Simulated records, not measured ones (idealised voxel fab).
process module | voxel lift off
The cross-section shown here is cut; it is 285 nm wide and divided into square cells measuring 5 nm on a side.
Throughout this document, each cross-section is represented as a grid of square cells and is presented as a sequence of bands enumerated from the top downward, where a band comprises one or more rows of cells. What a band's entry tells you: where the top is and where the bottom is, as heights in nm, and after that what lies inside, material by material from left to right, each with its width in nm. Empty space is written as the word "blank", and a single material marked with the word "everywhere" occupies the band from edge to edge. Beneath 0, the wafer as received is one material, and that level is where height counting begins. The lowest band goes on downward without a bottom; it is written like "0 down". So if you see something like "30->40" for the width, read it as the top row of the band sitting at the first number and the bottom row at the second, with every row in between moving by the same amount as the last. Key: "no modifications" - step with no changed cell in the cross-section. Basically, "Enclosed void list" tells you about the enclosed voids: empty spaces with no open way to the top, 8 cells or bigger, each written width x height at distance, where distance is from the left edge, all in nm. Anything after a step's settings on that line? It's the simulator's own note about the step. overlay nm: mask offset rightward from planned place, masked step; negative means leftward offset.

-- Planned process steps
1: RECEIVE [material Si]
2: CONFORMAL_DEP [material Al2O3] [thk nm 15]
3: PATTERN [tone open] [mask id LINES] [material resist] [width nm 20] [pitch nm 40] [thk nm 30] [overlay nm 0]
4: DIRECTIONAL_DEP [material Ru] [thk nm 15]
5: STRIP [etch materials resist]
6: CONFORMAL_DEP [material SiO2] [thk nm 5]

-- As-received wafer cross-section (after step 1)
> 0 down = Si everywhere
> Enclosed void list: none

-- Sectioned view, first of two wafers, at the close of the module, processed as intended in the plan
> 35 to 30 = blank 65, SiO2 30, blank 10, SiO2 30, blank 10, SiO2 30, blank 10, SiO2 30, blank 70
> 30 to 20 = blank 65, SiO2 5, Ru 20, SiO2 5, blank 10, SiO2 5, Ru 20, SiO2 5, blank 10, SiO2 5, Ru 20, SiO2 5, blank 10, SiO2 5, Ru 20, SiO2 5, blank 70
> 20 to 15 = SiO2 70, Ru 20, SiO2 20, Ru 20, SiO2 20, Ru 20, SiO2 20, Ru 20, SiO2 75
> 15 to 0 = Al2O3 everywhere
> 0 down = Si everywhere
> Enclosed void list: none

-- Cross-section, wafer two of two, end of module: same start and plan as wafer one, one error in execution
> 35 to 30 = SiO2 75, blank 10, SiO2 30, blank 10, SiO2 30, blank 10, SiO2 30, blank 10, SiO2 80
> 30 to 20 = Ru 70, SiO2 5, blank 10, SiO2 5, Ru 20, SiO2 5, blank 10, SiO2 5, Ru 20, SiO2 5, blank 10, SiO2 5, Ru 20, SiO2 5, blank 10, SiO2 5, Ru 75
> 20 to 15 = Ru 70, SiO2 20, Ru 20, SiO2 20, Ru 20, SiO2 20, Ru 20, SiO2 20, Ru 75
> 15 to 0 = Al2O3 everywhere
> 0 down = Si everywhere
> Enclosed void list: none
Heads up, the wafer didn't run the way we planned it: step 3 ran differently from the plan; actual operation with settings: PATTERN [tone cover] [mask id LINES] [material resist] [width nm 20] [pitch nm 40] [thk nm 30] [overlay nm 0]
Final cells, second wafer relative to first, materials higher or lower: Ru +75
